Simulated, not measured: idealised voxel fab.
Process module in this document: voxel ribs on slabs
It is cross-section cut that appears here, measuring 220 nm in width, its square cells being 5 nm in size.
Format of a cross-section: grid, square cells. Given as bands. Order: top down. Band: one or more rows of cells. Heads up on the band format: heights come first, top then bottom, in nm. After that it's the materials left to right, each with its width in nm. A single material flagged "throughout" fills the whole band edge to edge, and "air" means there's empty space there. We count height from 0. Below that, the starting wafer is all one material. The lowest band never ends at the bottom but goes on down; see "0 nm and below" for how that is written. With a width like "30..40", each row of cells in the band differs from the next by the same amount, the top row carrying the first number and the bottom row the second. Basically "changes: none" means that step didn't change any cell in the cross-section. Under "Sealed void inventory" you'll find the enclosed gaps, the ones with no way out to the top, that are 8 cells or bigger; each reads width x height at distance, with distance counted from the left edge, everything in nm. Text after the settings on a step's line: the simulator's own remark on that step. You can add "overlay nm" to a step's line. For a step with a mask, it describes how far the mask lay to the right of its planned position, and a negative number describes a lay to the left.

[This section lists the process steps that were planned]
1) RECEIVE, material Si
2) DIRECTIONAL_DEP, material SiO2, thk nm 20
3) DIRECTIONAL_DEP, material polySi, thk nm 25
4) PATTERN, tone cover, mask id RIB, material resist, width nm 25, thk nm 20, overlay nm 0
5) DIRECTIONAL_ETCH, etch materials polySi, depth nm 5
6) STRIP, etch materials resist
7) MASKED_ETCH, tone cover, mask id SLAB, width nm 75, etch materials polySi, depth nm 20, overlay nm 0
8) FILL_DEP, material SiO2, thk nm 20
9) CMP, height nm 55
10) DIRECTIONAL_DEP, material W, thk nm 10
11) DIRECTIONAL_DEP, material aC, thk nm 10
12) PATTERN, tone cover, mask id HEATER, material resist, width nm 35, thk nm 30, overlay nm 0
13) DIRECTIONAL_ETCH, etch materials aC, depth nm 10
14) STRIP, etch materials resist
15) DIRECTIONAL_ETCH, etch materials W, depth nm 10
16) STRIP, etch materials aC
17) CONFORMAL_DEP, material SiN, thk nm 5

[Cross-sectional view of the wafer in its as-received condition, corresponding to the state after step 1]
- 0 nm and below: Si throughout
- Sealed void inventory: none

[Cross-section at module end, one run error; start and plan unchanged from above]
- 70 nm to 65 nm: air (85); SiN (45); air (90)
- 65 nm to 60 nm: air (85); SiN (5); W (35); SiN (5); air (90)
- 60 nm to 55 nm: SiN (90); W (35); SiN (95)
- 55 nm to 45 nm: SiO2 throughout
- 45 nm to 40 nm: SiO2 (90); polySi (35); SiO2 (95)
- 40 nm to 20 nm: SiO2 (70); polySi (75); SiO2 (75)
- 20 nm to 0 nm: SiO2 throughout
- 0 nm and below: Si throughout
- Sealed void inventory: none
what went wrong: so step 4 ended up running with a different setting than we planned, it ran as PATTERN, tone cover, mask id RIB, material resist, width nm 35, thk nm 20, overlay nm 0
